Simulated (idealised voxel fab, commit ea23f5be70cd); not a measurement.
process module | voxel wiring stack
cross-section cut | 180 nm wide | cells 5 nm
A cross-section is a grid of square cells, given in bands from the top down. A band is one or more rows of cells.
Each band's line starts with the height of the band's top and of its bottom, in nm. Then come its materials from left to right, each with its width in nm. One material with "throughout" fills the band from edge to edge. "air" is empty space.
Height 0 is the level under which the wafer as received is all one material. The lowest band goes on downwards, as in "0 down".
A width such as "30 to 40" changes by the same amount from each row of cells to the next, from the band's top row to its bottom row.
"no change" after a step means that no cell of the cross-section changed.
closed voids: empty space of 8 cells or more with no open way to the top, each as width x height at its distance from the left edge, in nm
after a step's settings: what the simulator itself notes on the step
overlay nm, on a step with a mask: how far to the right of its planned place the mask lay; to the left if negative
Each pair below shows a cross-section before one step and the cross-section after it, down to the lowest band that changed. The line under each pair gives the step between them, with its settings. The pairs can come from different runs of this module on the same starting wafer, so a pair continues from the pair above only where its "before" says so.
before
  70 to 50: lowk 50 | air 30 | lowk 15 | air 30 | lowk 55
  50 to 35: lowk 55 | air 15 | lowk 110
  35 to 30: SiCN 55 | air 15 | SiCN 110
  30 to 15: SiO2 55 | W 20 | SiO2 25 | W 20 | SiO2 60
  15 to 10: SiO2 55 | TiN 20 | SiO2 25 | TiN 20 | SiO2 60
  10 to 0: SiO2 throughout
  0 down: Si throughout
  closed voids: none
after
  75 to 70: TiN 55 | air 20 | TiN 25 | air 20 | TiN 60
  70 to 55: lowk 50 | TiN 5 | air 20 | TiN 5 | lowk 15 | TiN 5 | air 20 | TiN 5 | lowk 55
  55 to 50: lowk 50 | TiN 10 | air 5 | TiN 15 | lowk 15 | TiN 30 | lowk 55
  50 to 35: lowk 55 | TiN 5 | air 5 | TiN 5 | lowk 110
  35 to 30: SiCN 55 | TiN 15 | SiCN 110
  below 30: unchanged
  closed voids: none
the step between: op CONFORMAL_DEP | material TiN | thk nm 5
before: the cross-section after the pair above
after
  80 to 75: Cu throughout
  75 to 70: TiN 55 | Cu 20 | TiN 25 | Cu 20 | TiN 60
  70 to 55: lowk 50 | TiN 5 | Cu 20 | TiN 5 | lowk 15 | TiN 5 | Cu 20 | TiN 5 | lowk 55
  55 to 50: lowk 50 | TiN 10 | Cu 5 | TiN 15 | lowk 15 | TiN 30 | lowk 55
  50 to 35: lowk 55 | TiN 5 | Cu 5 | TiN 5 | lowk 110
  below 35: unchanged
  closed voids: none
the step between: op FILL_DEP | material Cu | thk nm 5
before: the cross-section after the pair above
after
  70 to 55: lowk 50 | TiN 5 | Cu 20 | TiN 5 | lowk 15 | TiN 5 | Cu 20 | TiN 5 | lowk 55
  below 55: unchanged
  closed voids: none
the step between: op CMP | height nm 70
before: the cross-section after the pair above
after
  75 to 70: SiN throughout
  below 70: unchanged
  closed voids: none
the step between: op CONFORMAL_DEP | material SiN | thk nm 5
before
  85 to 70: aC throughout
  70 to 35: lowk throughout
  35 to 30: SiCN throughout
  30 to 15: SiO2 55 | W 20 | SiO2 25 | W 20 | SiO2 60
  15 to 10: SiO2 55 | TiN 20 | SiO2 25 | TiN 20 | SiO2 60
  10 to 0: SiO2 throughout
  0 down: Si throughout
  closed voids: none
after
  120 to 85: resist 65 | air 15 | resist 100
  below 85: unchanged
  closed voids: none
the step between: op PATTERN | tone open | mask id METAL_2_HOLES | material resist | width nm 15 | thk nm 35 | overlay nm 10
before: the cross-section after the pair above
after
  105 to 85: resist 65 | air 15 | resist 100
  85 to 70: aC 65 | air 15 | aC 100
  below 70: unchanged
  closed voids: none
the step between: op DIRECTIONAL_ETCH | etch materials aC | depth nm 15
before: the cross-section after the pair above
after
  85 to 70: aC 65 | air 15 | aC 100
  below 70: unchanged
  closed voids: none
the step between: op STRIP | etch materials resist
before: the cross-section after the pair above
after
  85 to 70: aC 65 | air 15 | aC 100
  70 to 35: lowk 65 | air 15 | lowk 100
  below 35: unchanged
  closed voids: none
the step between: op DIRECTIONAL_ETCH | etch materials lowk | depth nm 35
before: the cross-section after the pair above
after
  70 to 35: lowk 65 | air 15 | lowk 100
  below 35: unchanged
  closed voids: none
the step between: op STRIP | etch materials aC
before: the cross-section after the pair above
after
  85 to 70: aC 65 | air 15 | aC 100
  70 to 50: lowk 65 | air 15 | lowk 100
  50 to 35: lowk 65 | aC 15 | lowk 100
  below 35: unchanged
  closed voids: none
the step between: op DIRECTIONAL_DEP | material aC | thk nm 15
before: the cross-section after the pair above
after
  115 to 85: resist 55 | air 20 | resist 25 | air 20 | resist 60
  85 to 70: aC 65 | air 10 | resist 5 | aC 100
  70 to 50: lowk 65 | air 10 | resist 5 | lowk 100
  below 50: unchanged
  closed voids: none
the step between: op PATTERN | tone open | mask id METAL_2 | material resist | width nm 20 | pitch nm 45 | thk nm 30 | overlay nm 0
before: the cross-section after the pair above
after
  100 to 85: resist 55 | air 20 | resist 25 | air 20 | resist 60
  85 to 70: aC 55 | air 20 | resist 5 | aC 20 | air 20 | aC 60
  70 to 50: lowk 65 | air 10 | resist 5 | lowk 100
  50 to 35: lowk 65 | air 10 | aC 5 | lowk 100
  below 35: unchanged
  closed voids: none
the step between: op DIRECTIONAL_ETCH | etch materials aC | depth nm 15
before: the cross-section after the pair above
after
  85 to 70: aC 55 | air 25 | aC 20 | air 20 | aC 60
  70 to 50: lowk 65 | air 15 | lowk 100
  below 50: unchanged
  closed voids: none
the step between: op STRIP | etch materials resist
before: the cross-section after the pair above
after
  85 to 70: aC 55 | air 25 | aC 20 | air 20 | aC 60
  70 to 50: lowk 55 | air 25 | lowk 20 | air 20 | lowk 60
  below 50: unchanged
  closed voids: none
the step between: op DIRECTIONAL_ETCH | etch materials lowk | depth nm 20
before: the cross-section after the pair above
after
  85 to 70: aC 55 | air 25 | aC 20 | air 20 | aC 60
  70 to 50: lowk 55 | air 25 | lowk 20 | air 20 | lowk 60
  50 to 35: lowk 65 | air 10 | aC 5 | lowk 100
  35 to 30: SiCN 65 | air 10 | SiCN 105
  below 30: unchanged
  closed voids: none
the step between: op DIRECTIONAL_ETCH | etch materials SiCN | depth nm 5
before: the cross-section after the pair above
after
  70 to 50: lowk 55 | air 25 | lowk 20 | air 20 | lowk 60
  50 to 35: lowk 65 | air 15 | lowk 100
  below 35: unchanged
  closed voids: none
the step between: op STRIP | etch materials aC
before: the cross-section after the pair above
after
  75 to 70: TiN 60 | air 15 | TiN 30 | air 10 | TiN 65
  70 to 55: lowk 55 | TiN 5 | air 15 | TiN 5 | lowk 20 | TiN 5 | air 10 | TiN 5 | lowk 60
  55 to 50: lowk 55 | TiN 15 | air 5 | TiN 5 | lowk 20 | TiN 20 | lowk 60
  50 to 40: lowk 65 | TiN 5 | air 5 | TiN 5 | lowk 100
  40 to 35: lowk 65 | TiN 15 | lowk 100
  35 to 30: SiCN 65 | TiN 10 | SiCN 105
  below 30: unchanged
  closed voids: none
the step between: op CONFORMAL_DEP | material TiN | thk nm 5
before: the cross-section after the pair above
after
  80 to 75: Cu throughout
  75 to 70: TiN 60 | Cu 15 | TiN 30 | Cu 10 | TiN 65
  70 to 55: lowk 55 | TiN 5 | Cu 15 | TiN 5 | lowk 20 | TiN 5 | Cu 10 | TiN 5 | lowk 60
  55 to 50: lowk 55 | TiN 15 | Cu 5 | TiN 5 | lowk 20 | TiN 20 | lowk 60
  50 to 40: lowk 65 | TiN 5 | Cu 5 | TiN 5 | lowk 100
  below 40: unchanged
  closed voids: none
the step between: op FILL_DEP | material Cu | thk nm 5
before: the cross-section after the pair above
after
  70 to 55: lowk 55 | TiN 5 | Cu 15 | TiN 5 | lowk 20 | TiN 5 | Cu 10 | TiN 5 | lowk 60
  below 55: unchanged
  closed voids: none
the step between: op CMP | height nm 70
before: the cross-section after the pair above
after
  75 to 70: SiN throughout
  below 70: unchanged
  closed voids: none
the step between: op CONFORMAL_DEP | material SiN | thk nm 5
before
  70 to 50: lowk 55 | air 20 | lowk 25 | air 20 | lowk 60
  50 to 35: lowk 55 | air 15 | lowk 110
  35 to 30: SiCN 55 | air 15 | SiCN 110
  30 to 15: SiO2 55 | W 20 | SiO2 25 | W 20 | SiO2 60
  15 to 10: SiO2 55 | TiN 20 | SiO2 25 | TiN 20 | SiO2 60
  10 to 0: SiO2 throughout
  0 down: Si throughout
  closed voids: none
after
  75 to 70: SiO2 60 | air 10 | SiO2 35 | air 10 | SiO2 65
  70 to 55: lowk 55 | SiO2 5 | air 10 | SiO2 5 | lowk 25 | SiO2 5 | air 10 | SiO2 5 | lowk 60
  55 to 50: lowk 55 | SiO2 5 | air 5 | SiO2 10 | lowk 25 | SiO2 20 | lowk 60
  50 to 35: lowk 55 | SiO2 5 | air 5 | SiO2 5 | lowk 110
  35 to 30: SiCN 55 | SiO2 15 | SiCN 110
  below 30: unchanged
  closed voids: none
the step between: op CONFORMAL_DEP | material SiO2 | thk nm 5
before: the cross-section after the pair above
after
  80 to 75: Cu throughout
  75 to 70: SiO2 60 | Cu 10 | SiO2 35 | Cu 10 | SiO2 65
  70 to 55: lowk 55 | SiO2 5 | Cu 10 | SiO2 5 | lowk 25 | SiO2 5 | Cu 10 | SiO2 5 | lowk 60
  55 to 50: lowk 55 | SiO2 5 | Cu 5 | SiO2 10 | lowk 25 | SiO2 20 | lowk 60
  50 to 35: lowk 55 | SiO2 5 | Cu 5 | SiO2 5 | lowk 110
  below 35: unchanged
  closed voids: none
the step between: op FILL_DEP | material Cu | thk nm 5
before: the cross-section after the pair above
after
  70 to 55: lowk 55 | SiO2 5 | Cu 10 | SiO2 5 | lowk 25 | SiO2 5 | Cu 10 | SiO2 5 | lowk 60
  below 55: unchanged
  closed voids: none
the step between: op CMP | height nm 70
before: the cross-section after the pair above
after
  75 to 70: SiN throughout
  below 70: unchanged
  closed voids: none
the step between: op CONFORMAL_DEP | material SiN | thk nm 5
before
  85 to 70: aC 55 | air 15 | aC 110
  70 to 50: lowk 55 | air 15 | lowk 110
  50 to 35: lowk 55 | aC 15 | lowk 110
  35 to 30: SiCN throughout
  30 to 15: SiO2 55 | W 20 | SiO2 25 | W 20 | SiO2 60
  15 to 10: SiO2 55 | TiN 20 | SiO2 25 | TiN 20 | SiO2 60
  10 to 0: SiO2 throughout
  0 down: Si throughout
  closed voids: none
after
  115 to 85: air 55 | resist 20 | air 25 | resist 20 | air 60
  85 to 70: aC 55 | resist 15 | aC 110
  70 to 50: lowk 55 | resist 15 | lowk 110
  below 50: unchanged
  closed voids: none
the step between: op PATTERN | tone cover | mask id METAL_2 | material resist | width nm 20 | pitch nm 45 | thk nm 30 | overlay nm 0
before: the cross-section after the pair above
after
  100 to 85: air 55 | resist 20 | air 25 | resist 20 | air 60
  85 to 70: air 55 | resist 15 | aC 5 | air 25 | aC 20 | air 60
  below 70: unchanged
  closed voids: none
the step between: op DIRECTIONAL_ETCH | etch materials aC | depth nm 15
before: the cross-section after the pair above
after
  85 to 70: air 70 | aC 5 | air 25 | aC 20 | air 60
  70 to 50: lowk 55 | air 15 | lowk 110
  below 50: unchanged
  closed voids: none
the step between: op STRIP | etch materials resist
before: the cross-section after the pair above
after
  85 to 70: air 70 | aC 5 | air 25 | aC 20 | air 60
  70 to 50: air 70 | lowk 5 | air 25 | lowk 20 | air 60
  below 50: unchanged
  closed voids: none
the step between: op DIRECTIONAL_ETCH | etch materials lowk | depth nm 20
before: the cross-section after the pair above
after
  70 to 50: air 70 | lowk 5 | air 25 | lowk 20 | air 60
  50 to 35: lowk 55 | air 15 | lowk 110
  below 35: unchanged
  closed voids: none
the step between: op STRIP | etch materials aC
before: the cross-section after the pair above
after
  75 to 70: air 65 | TiN 15 | air 15 | TiN 30 | air 55
  70 to 55: air 65 | TiN 5 | lowk 5 | TiN 5 | air 15 | TiN 5 | lowk 20 | TiN 5 | air 55
  55 to 50: TiN 60 | air 5 | TiN 5 | lowk 5 | TiN 25 | lowk 20 | TiN 60
  50 to 40: lowk 55 | TiN 5 | air 5 | TiN 5 | lowk 110
  40 to 35: lowk 55 | TiN 15 | lowk 110
  below 35: unchanged
  closed voids: none
the step between: op CONFORMAL_DEP | material TiN | thk nm 5
before: the cross-section after the pair above
after
  80 to 75: Cu throughout
  75 to 70: Cu 65 | TiN 15 | Cu 15 | TiN 30 | Cu 55
  70 to 55: Cu 65 | TiN 5 | lowk 5 | TiN 5 | Cu 15 | TiN 5 | lowk 20 | TiN 5 | Cu 55
  55 to 50: TiN 60 | Cu 5 | TiN 5 | lowk 5 | TiN 25 | lowk 20 | TiN 60
  50 to 40: lowk 55 | TiN 5 | Cu 5 | TiN 5 | lowk 110
  below 40: unchanged
  closed voids: none
the step between: op FILL_DEP | material Cu | thk nm 5
before: the cross-section after the pair above
after
  70 to 55: Cu 65 | TiN 5 | lowk 5 | TiN 5 | Cu 15 | TiN 5 | lowk 20 | TiN 5 | Cu 55
  below 55: unchanged
  closed voids: none
the step between: op CMP | height nm 70
before: the cross-section after the pair above
after
  75 to 70: SiN throughout
  below 70: unchanged
  closed voids: none
the step between: op CONFORMAL_DEP | material SiN | thk nm 5
